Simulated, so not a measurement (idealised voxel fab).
This section sets out a process module, namely voxel transistor to metal.
This is section cut - it's 295 nm across, gridded in 5 nm square cells.
Reading order for cross-sections: top band down to bottom band. Underlying form: a grid of square cells. Band size: one or more rows of cells. Band: top and bottom heights (nm) first, top before bottom; then materials from left to right, widths in nm. "throughout" marks a sole material filling the band edge to edge. "empty" denotes empty space. Heights from 0 (as-received wafer is one material below). Bottom band endless downward, as "0 down". The width entry "30 to 40" should be interpreted row by row: the top row of cells in the band takes the first number, the bottom row takes the second number, and the change between adjacent rows is uniform throughout. Take "all unchanged" at face value: in the step it is given for, the cross-section changed in none of its cells. If an empty space has no open way to the top and is at least 8 cells in size, "Voids, fully enclosed" lists it, written width x height at distance, where distance is measured from the left edge and every value is in nm. If you see something after the settings on a step's line, that's the simulator's own remark about that step. overlay nm, on a step with a mask: how far to the right of its planned place the mask lay; to the left if negative.

PLANNED PROCESS STEPS
1: RECEIVE with material Si
2: OXIDIZE with depth nm 5
3: CONFORMAL_DEP with material SiN, thk nm 10
4: MASKED_ETCH with tone cover, mask id ACTIVE, width nm 90, pitch nm 110, etch materials SiN, depth nm 10, overlay nm 0
5: MASKED_ETCH with tone cover, mask id ACTIVE, width nm 90, pitch nm 110, etch materials SiO2, depth nm 5, overlay nm 0
6: MASKED_ETCH with tone cover, mask id ACTIVE, width nm 90, pitch nm 110, etch materials Si, depth nm 25, overlay nm 0
7: FILL_DEP with material SiO2, thk nm 15
8: CMP with height nm 10
9: SELECTIVE_ETCH with etch materials SiO2, depth nm 10
10: STRIP with etch materials SiN
11: SELECTIVE_ETCH with etch materials SiO2, depth nm 5
12: OXIDIZE with depth nm 5
13: DIRECTIONAL_DEP with material polySi, thk nm 25
14: DIRECTIONAL_DEP with material SiCN, thk nm 10
15: MASKED_ETCH with tone cover, mask id GATE, width nm 20, pitch nm 110, etch materials SiCN, depth nm 20, overlay nm 0
16: MASKED_ETCH with tone cover, mask id GATE, width nm 20, pitch nm 110, etch materials polySi, depth nm 35, overlay nm 0
17: CONFORMAL_DEP with material SiO2, thk nm 5
18: DIRECTIONAL_ETCH with etch materials SiO2, depth nm 5
19: CONFORMAL_DEP with material SiN, thk nm 10
20: DIRECTIONAL_ETCH with etch materials SiN, depth nm 10
21: DIRECTIONAL_ETCH with etch materials SiO2, depth nm 5
22: DIRECTIONAL_ETCH with etch materials Si, depth nm 5
23: EPI with material SiGe, thk nm 10
24: FILL_DEP with material SiO2, thk nm 5
25: CMP with height nm 30
26: DIRECTIONAL_DEP with material SiO2, thk nm 10
27: PATTERN with tone open, mask id CONTACT, material resist, width nm 15, thk nm 20, overlay nm 0
28: DIRECTIONAL_ETCH with etch materials SiO2, depth nm 45
29: STRIP with etch materials resist
30: CONFORMAL_DEP with material TiN, thk nm 5
31: FILL_DEP with material W, thk nm 5
32: CMP with height nm 40
33: DIRECTIONAL_DEP with material TiN, thk nm 5
34: DIRECTIONAL_DEP with material Ru, thk nm 25
35: MASKED_ETCH with tone cover, mask id METAL_1, width nm 15, etch materials Ru, depth nm 25, overlay nm 0
36: MASKED_ETCH with tone cover, mask id METAL_1, width nm 15, etch materials TiN, depth nm 5, overlay nm 0
37: FILL_DEP with material SiO2, thk nm 5
38: CMP with height nm 70
39: CONFORMAL_DEP with material SiCN, thk nm 5
40: DIRECTIONAL_DEP with material SiO2, thk nm 30
41: DIRECTIONAL_DEP with material aC, thk nm 10
42: PATTERN with tone open, mask id METAL_2, material resist, width nm 15, pitch nm 110, thk nm 25, overlay nm 0
43: DIRECTIONAL_ETCH with etch materials aC, depth nm 10
44: STRIP with etch materials resist
45: DIRECTIONAL_ETCH with etch materials SiO2, depth nm 15
46: STRIP with etch materials aC
47: MASKED_ETCH with tone open, mask id METAL_2_HOLES, width nm 15, pitch nm 110, etch materials SiO2, depth nm 15, overlay nm 0
48: MASKED_ETCH with tone open, mask id METAL_2_HOLES, width nm 15, pitch nm 110, etch materials SiCN, depth nm 5, overlay nm 0
49: CONFORMAL_DEP with material TiN, thk nm 5
50: FILL_DEP with material Ru, thk nm 10
51: CMP with height nm 105
52: CONFORMAL_DEP with material SiN, thk nm 5
Every wafer here starts from the same state; it is the step 36 width nm that distinguishes them, and the value the plan gives belongs to the first wafer.

FIRST OF SEVERAL WAFERS (AS RECEIVED, POST STEP 1), CROSS-SECTIONAL VIEW
- 0 down | Si throughout
- Voids, fully enclosed: none

POST STEP 52, THE CLOSING STEP OF THE MODULE: FIRST OF SEVERAL WAFERS, CROSS-SECTIONED
- 110 to 105 | SiN throughout
- 105 to 75 | SiO2 50 nm / TiN 5 nm / Ru 5 nm / TiN 5 nm / SiO2 95 nm / TiN 5 nm / Ru 5 nm / TiN 5 nm / SiO2 120 nm
- 75 to 70 | SiCN 50 nm / TiN 15 nm / SiCN 95 nm / TiN 15 nm / SiCN 120 nm
- 70 to 45 | SiO2 50 nm / Ru 15 nm / SiO2 50 nm / Ru 15 nm / SiO2 30 nm / Ru 15 nm / SiO2 50 nm / Ru 15 nm / SiO2 55 nm
- 45 to 40 | SiO2 50 nm / TiN 15 nm / SiO2 50 nm / TiN 15 nm / SiO2 30 nm / TiN 15 nm / SiO2 50 nm / TiN 15 nm / SiO2 55 nm
- 40 to 30 | SiO2 50 nm / TiN 5 nm / W 5 nm / TiN 5 nm / SiO2 50 nm / TiN 5 nm / W 5 nm / TiN 5 nm / SiO2 30 nm / TiN 5 nm / W 5 nm / TiN 5 nm / SiO2 50 nm / TiN 5 nm / W 5 nm / TiN 5 nm / SiO2 55 nm
- 30 to 20 | SiO2 50 nm / TiN 5 nm / W 5 nm / TiN 5 nm / SiN 10 nm / SiO2 5 nm / SiCN 20 nm / SiO2 5 nm / SiN 10 nm / TiN 5 nm / W 5 nm / TiN 5 nm / SiO2 30 nm / TiN 5 nm / W 5 nm / TiN 5 nm / SiN 10 nm / SiO2 5 nm / SiCN 20 nm / SiO2 5 nm / SiN 10 nm / TiN 5 nm / W 5 nm / TiN 5 nm / SiO2 55 nm
- 20 to 5 | SiO2 50 nm / TiN 5 nm / W 5 nm / TiN 5 nm / SiN 10 nm / SiO2 5 nm / polySi 20 nm / SiO2 5 nm / SiN 10 nm / TiN 5 nm / W 5 nm / TiN 5 nm / SiO2 30 nm / TiN 5 nm / W 5 nm / TiN 5 nm / SiN 10 nm / SiO2 5 nm / polySi 20 nm / SiO2 5 nm / SiN 10 nm / TiN 5 nm / W 5 nm / TiN 5 nm / SiO2 55 nm
- 5 to 0 | SiO2 50 nm / TiN 15 nm / SiN 10 nm / SiO2 5 nm / polySi 20 nm / SiO2 5 nm / SiN 10 nm / TiN 15 nm / SiO2 30 nm / TiN 15 nm / SiN 10 nm / SiO2 5 nm / polySi 20 nm / SiO2 5 nm / SiN 10 nm / TiN 15 nm / SiO2 55 nm
- 0 to -5 | SiO2 50 nm / TiN 5 nm / SiGe 10 nm / SiN 10 nm / SiO2 5 nm / polySi 20 nm / SiO2 5 nm / SiN 10 nm / SiGe 10 nm / TiN 5 nm / SiO2 30 nm / TiN 5 nm / SiGe 10 nm / SiN 10 nm / SiO2 5 nm / polySi 20 nm / SiO2 5 nm / SiN 10 nm / SiGe 10 nm / TiN 5 nm / SiO2 55 nm
- -5 to -10 | SiO2 40 nm / SiGe 25 nm / SiO2 50 nm / SiGe 25 nm / SiO2 10 nm / SiGe 25 nm / SiO2 50 nm / SiGe 25 nm / SiO2 45 nm
- -10 to -15 | SiO2 45 nm / SiGe 20 nm / Si 50 nm / SiGe 20 nm / SiO2 20 nm / SiGe 20 nm / Si 50 nm / SiGe 20 nm / SiO2 50 nm
- -15 to -30 | SiO2 45 nm / Si 90 nm / SiO2 20 nm / Si 90 nm / SiO2 50 nm
- -30 down | Si throughout
- Voids, fully enclosed: none

HERE WE CROSS-SECTIONED THE LAST OF THE WAFERS ONCE THE MODULE WAS DONE
- 110 to 105 | SiN throughout
- 105 to 75 | SiO2 50 nm / TiN 5 nm / Ru 5 nm / TiN 5 nm / SiO2 95 nm / TiN 5 nm / Ru 5 nm / TiN 5 nm / SiO2 120 nm
- 75 to 70 | SiCN 50 nm / TiN 15 nm / SiCN 95 nm / TiN 15 nm / SiCN 120 nm
- 70 to 45 | SiO2 50 nm / Ru 15 nm / SiO2 50 nm / Ru 15 nm / SiO2 30 nm / Ru 15 nm / SiO2 50 nm / Ru 15 nm / SiO2 55 nm
- 45 to 40 | SiO2 45 nm / TiN 30 nm / SiO2 35 nm / TiN 30 nm / SiO2 15 nm / TiN 30 nm / SiO2 35 nm / TiN 30 nm / SiO2 45 nm
- 40 to 30 | SiO2 50 nm / TiN 5 nm / W 5 nm / TiN 5 nm / SiO2 50 nm / TiN 5 nm / W 5 nm / TiN 5 nm / SiO2 30 nm / TiN 5 nm / W 5 nm / TiN 5 nm / SiO2 50 nm / TiN 5 nm / W 5 nm / TiN 5 nm / SiO2 55 nm
- 30 to 20 | SiO2 50 nm / TiN 5 nm / W 5 nm / TiN 5 nm / SiN 10 nm / SiO2 5 nm / SiCN 20 nm / SiO2 5 nm / SiN 10 nm / TiN 5 nm / W 5 nm / TiN 5 nm / SiO2 30 nm / TiN 5 nm / W 5 nm / TiN 5 nm / SiN 10 nm / SiO2 5 nm / SiCN 20 nm / SiO2 5 nm / SiN 10 nm / TiN 5 nm / W 5 nm / TiN 5 nm / SiO2 55 nm
- 20 to 5 | SiO2 50 nm / TiN 5 nm / W 5 nm / TiN 5 nm / SiN 10 nm / SiO2 5 nm / polySi 20 nm / SiO2 5 nm / SiN 10 nm / TiN 5 nm / W 5 nm / TiN 5 nm / SiO2 30 nm / TiN 5 nm / W 5 nm / TiN 5 nm / SiN 10 nm / SiO2 5 nm / polySi 20 nm / SiO2 5 nm / SiN 10 nm / TiN 5 nm / W 5 nm / TiN 5 nm / SiO2 55 nm
- 5 to 0 | SiO2 50 nm / TiN 15 nm / SiN 10 nm / SiO2 5 nm / polySi 20 nm / SiO2 5 nm / SiN 10 nm / TiN 15 nm / SiO2 30 nm / TiN 15 nm / SiN 10 nm / SiO2 5 nm / polySi 20 nm / SiO2 5 nm / SiN 10 nm / TiN 15 nm / SiO2 55 nm
- 0 to -5 | SiO2 50 nm / TiN 5 nm / SiGe 10 nm / SiN 10 nm / SiO2 5 nm / polySi 20 nm / SiO2 5 nm / SiN 10 nm / SiGe 10 nm / TiN 5 nm / SiO2 30 nm / TiN 5 nm / SiGe 10 nm / SiN 10 nm / SiO2 5 nm / polySi 20 nm / SiO2 5 nm / SiN 10 nm / SiGe 10 nm / TiN 5 nm / SiO2 55 nm
- -5 to -10 | SiO2 40 nm / SiGe 25 nm / SiO2 50 nm / SiGe 25 nm / SiO2 10 nm / SiGe 25 nm / SiO2 50 nm / SiGe 25 nm / SiO2 45 nm
- -10 to -15 | SiO2 45 nm / SiGe 20 nm / Si 50 nm / SiGe 20 nm / SiO2 20 nm / SiGe 20 nm / Si 50 nm / SiGe 20 nm / SiO2 50 nm
- -15 to -30 | SiO2 45 nm / Si 90 nm / SiO2 20 nm / Si 90 nm / SiO2 50 nm
- -30 down | Si throughout
- Voids, fully enclosed: none

THE FOLLOWING TABLE CONTAINS A ROW PER WAFER, IN WHICH ARE REPORTED, AT THE CONCLUSION OF THE MODULE, THE CELLS OF EACH MATERIAL GAINED (+) OR LOST (-) SINCE THE WAFER'S RECEIPT, WITH ITS CLOSED VOIDS GIVEN THEREAFTER
width nm 15; +72 Ru; -226 Si; +69 SiCN; +44 SiGe; +115 SiN; +1042 SiO2; +114 TiN; +28 W; +40 polySi; Voids, fully enclosed: none
width nm 20; +72 Ru; -226 Si; +69 SiCN; +44 SiGe; +115 SiN; +1038 SiO2; +118 TiN; +28 W; +40 polySi; Voids, fully enclosed: none
width nm 25; +72 Ru; -226 Si; +69 SiCN; +44 SiGe; +115 SiN; +1034 SiO2; +122 TiN; +28 W; +40 polySi; Voids, fully enclosed: none
width nm 30; +72 Ru; -226 Si; +69 SiCN; +44 SiGe; +115 SiN; +1030 SiO2; +126 TiN; +28 W; +40 polySi; Voids, fully enclosed: none
